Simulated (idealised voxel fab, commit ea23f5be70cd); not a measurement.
process module | voxel ribs on slabs
cross-section cut | 175 nm wide | cells 5 nm
A cross-section is a grid of square cells, given in bands from the top down. A band is one or more rows of cells.
Each band's line starts with the height of the band's top and of its bottom, in nm. Then come its materials from left to right, each with its width in nm. One material with "throughout" fills the band from edge to edge. "air" is empty space.
Height 0 is the level under which the wafer as received is all one material. The lowest band goes on downwards, as in "0 down".
A width such as "30 to 40" changes by the same amount from each row of cells to the next, from the band's top row to its bottom row.
"no change" after a step means that no cell of the cross-section changed.
closed voids: empty space of 8 cells or more with no open way to the top, each as width x height at its distance from the left edge, in nm
after a step's settings: what the simulator itself notes on the step
overlay nm, on a step with a mask: how far to the right of its planned place the mask lay; to the left if negative
plan
1 op RECEIVE | material Si
2 op DIRECTIONAL_DEP | material SiO2 | thk nm 20
3 op DIRECTIONAL_DEP | material SiN | thk nm 15
4 op MASKED_ETCH | tone cover | mask id RIB | width nm 25 | etch materials SiN | depth nm 5 | overlay nm 0
5 op MASKED_ETCH | tone cover | mask id SLAB | width nm 55 | etch materials SiN | depth nm 10 | overlay nm 0
6 op FILL_DEP | material SiO2 | thk nm 15
7 op CMP | height nm 45
8 op DIRECTIONAL_DEP | material W | thk nm 10
9 op PATTERN | tone cover | mask id HEATER | material resist | width nm 35 | thk nm 15 | overlay nm 0
10 op DIRECTIONAL_ETCH | etch materials W | depth nm 10
11 op STRIP | etch materials resist
12 op CONFORMAL_DEP | material SiN | thk nm 10
first wafer, as planned
as received, after step 1
  0 down: Si throughout
  closed voids: none
after step 2
  20 to 0: SiO2 throughout
  below 0: unchanged
after step 3
  35 to 20: SiN throughout
  below 20: unchanged
after step 4
  35 to 30: air 75 | SiN 25 | air 75
  below 30: unchanged
after step 5
  35 to 30: air 75 | SiN 25 | air 75
  30 to 20: air 60 | SiN 55 | air 60
  below 20: unchanged
after step 6
  50 to 35: SiO2 throughout
  35 to 30: SiO2 75 | SiN 25 | SiO2 75
  30 to 20: SiO2 60 | SiN 55 | SiO2 60
  below 20: unchanged
after step 7
  45 to 35: SiO2 throughout
  below 35: unchanged
after step 8
  55 to 45: W throughout
  below 45: unchanged
after step 9
  70 to 55: air 70 | resist 35 | air 70
  below 55: unchanged
after step 10
  70 to 55: air 70 | resist 35 | air 70
  55 to 45: air 70 | W 35 | air 70
  below 45: unchanged
after step 11
  55 to 45: air 70 | W 35 | air 70
  below 45: unchanged
after step 12
  65 to 55: air 60 | SiN 55 | air 60
  55 to 45: SiN 70 | W 35 | SiN 70
  below 45: unchanged
second wafer: like start, like plan, one mistake. Through step 1 it matches the first wafer
when step 2 should have ended
  20 to 0: W throughout
  below 0: unchanged
when step 3 should have ended
  35 to 20: SiN throughout
  below 20: unchanged
when step 4 should have ended
  35 to 30: air 75 | SiN 25 | air 75
  below 30: unchanged
when step 5 should have ended
  35 to 30: air 75 | SiN 25 | air 75
  30 to 20: air 60 | SiN 55 | air 60
  below 20: unchanged
when step 6 should have ended
  50 to 35: SiO2 throughout
  35 to 30: SiO2 75 | SiN 25 | SiO2 75
  30 to 20: SiO2 60 | SiN 55 | SiO2 60
  below 20: unchanged
when step 7 should have ended
  45 to 35: SiO2 throughout
  below 35: unchanged
when step 8 should have ended
  55 to 45: W throughout
  below 45: unchanged
when step 9 should have ended
  70 to 55: air 70 | resist 35 | air 70
  below 55: unchanged
when step 10 should have ended
  70 to 55: air 70 | resist 35 | air 70
  55 to 45: air 70 | W 35 | air 70
  below 45: unchanged
when step 11 should have ended
  55 to 45: air 70 | W 35 | air 70
  below 45: unchanged
when step 12 should have ended
  65 to 55: air 60 | SiN 55 | air 60
  55 to 45: SiN 70 | W 35 | SiN 70
  below 45: unchanged
what went wrong: step 2 ran as: op DIRECTIONAL_DEP | material W | thk nm 20
at the end the second wafer has, in cells: 140 fewer of SiO2 | 140 more of W
